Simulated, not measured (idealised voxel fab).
The name of this process module is voxel trench capacitor.
For reference, the cross-section in this document is cut, with width 185 nm and square cells of 5 nm.
A cross-section in this document is a grid of square cells, and it is written down as bands, the top band listed before the ones below it; a band is made up of one or more rows of cells. Band: top and bottom heights (nm) first, top before bottom; then materials from left to right, widths in nm. "throughout" marks a sole material filling the band edge to edge. "blank" denotes empty space. For the purposes of this specification, 0 denotes the height below which the wafer in its as-received condition is composed wholly of one material, and the lowermost band, lacking a lower limit, extends downward without end, as expressed in "top 0, no bottom". Note: "30..40" means the width goes from the first number (top row of the band) to the second number (bottom row) in equal steps per row of cells. For the purposes of this document, the phrase "same as before" attached to a step denotes that no cell within the cross-section was modified by that step. "Entrapped void list" - sealed voids, min. 8 cells, no opening to top; format: width x height at distance (distance from left edge; nm throughout). It should be noted that, on the line of a given step, the content following the step's settings is a remark produced by the simulator itself with respect to that step. On any step carrying a mask, the "overlay nm" setting, if present on the step's line, tells how far right of its planned place the mask lay; negative values point to the left.

Plan:
1 RECEIVE (material Si)
2 CONFORMAL_DEP (material SiN; thk nm 5)
3 PATTERN (tone open; mask id TRENCH; material resist; width nm 30; pitch nm 50; thk nm 20; overlay nm 0)
4 DIRECTIONAL_ETCH (etch materials SiN; depth nm 5)
5 DIRECTIONAL_ETCH (etch materials Si; depth nm 25)
6 STRIP (etch materials resist)
7 CONFORMAL_DEP (material Al2O3; thk nm 5)
8 CONFORMAL_DEP (material TiN; thk nm 5)
9 FILL_DEP (material W; thk nm 10)
10 CMP (height nm 5)

Cross-section: wafer on arrival = after step 1:
> top 0, no bottom = Si throughout
> Entrapped void list: none

Cross-section: first of two wafers, module finished, run according to plan:
> top 5, bottom 0 = 25 nm SiN, 5 nm Al2O3, 5 nm TiN, 10 nm W, 5 nm TiN, 5 nm Al2O3, 20 nm SiN, 5 nm Al2O3, 5 nm TiN, 10 nm W, 5 nm TiN, 5 nm Al2O3, 20 nm SiN, 5 nm Al2O3, 5 nm TiN, 10 nm W, 5 nm TiN, 5 nm Al2O3, 30 nm SiN
> top 0, bottom -15 = 25 nm Si, 5 nm Al2O3, 5 nm TiN, 10 nm W, 5 nm TiN, 5 nm Al2O3, 20 nm Si, 5 nm Al2O3, 5 nm TiN, 10 nm W, 5 nm TiN, 5 nm Al2O3, 20 nm Si, 5 nm Al2O3, 5 nm TiN, 10 nm W, 5 nm TiN, 5 nm Al2O3, 30 nm Si
> top -15, bottom -20 = 25 nm Si, 5 nm Al2O3, 20 nm TiN, 5 nm Al2O3, 20 nm Si, 5 nm Al2O3, 20 nm TiN, 5 nm Al2O3, 20 nm Si, 5 nm Al2O3, 20 nm TiN, 5 nm Al2O3, 30 nm Si
> top -20, bottom -25 = 25 nm Si, 30 nm Al2O3, 20 nm Si, 30 nm Al2O3, 20 nm Si, 30 nm Al2O3, 30 nm Si
> top -25, no bottom = Si throughout
> Entrapped void list: none

Second of two wafers, module complete, sectioned: it shares the first wafer's start and plan but was run with one mistake:
> top 5, bottom 0 = 25 nm SiN, 5 nm Al2O3, 5 nm TiN, 10 nm W, 5 nm TiN, 5 nm Al2O3, 20 nm SiN, 5 nm Al2O3, 5 nm TiN, 10 nm W, 5 nm TiN, 5 nm Al2O3, 20 nm SiN, 5 nm Al2O3, 5 nm TiN, 10 nm W, 5 nm TiN, 5 nm Al2O3, 30 nm SiN
> top 0, bottom -40 = 25 nm Si, 5 nm Al2O3, 5 nm TiN, 10 nm W, 5 nm TiN, 5 nm Al2O3, 20 nm Si, 5 nm Al2O3, 5 nm TiN, 10 nm W, 5 nm TiN, 5 nm Al2O3, 20 nm Si, 5 nm Al2O3, 5 nm TiN, 10 nm W, 5 nm TiN, 5 nm Al2O3, 30 nm Si
> top -40, bottom -45 = 25 nm Si, 5 nm Al2O3, 20 nm TiN, 5 nm Al2O3, 20 nm Si, 5 nm Al2O3, 20 nm TiN, 5 nm Al2O3, 20 nm Si, 5 nm Al2O3, 20 nm TiN, 5 nm Al2O3, 30 nm Si
> top -45, bottom -50 = 25 nm Si, 30 nm Al2O3, 20 nm Si, 30 nm Al2O3, 20 nm Si, 30 nm Al2O3, 30 nm Si
> top -50, no bottom = Si throughout
> Entrapped void list: none
Nonconformance to the process plan: execution of plan step 5 occurred twice
The final cell counts differ between the wafers, with the second having more or fewer of some materials than the first: 30 more of Al2O3 | 90 fewer of Si | 30 more of TiN | 30 more of W
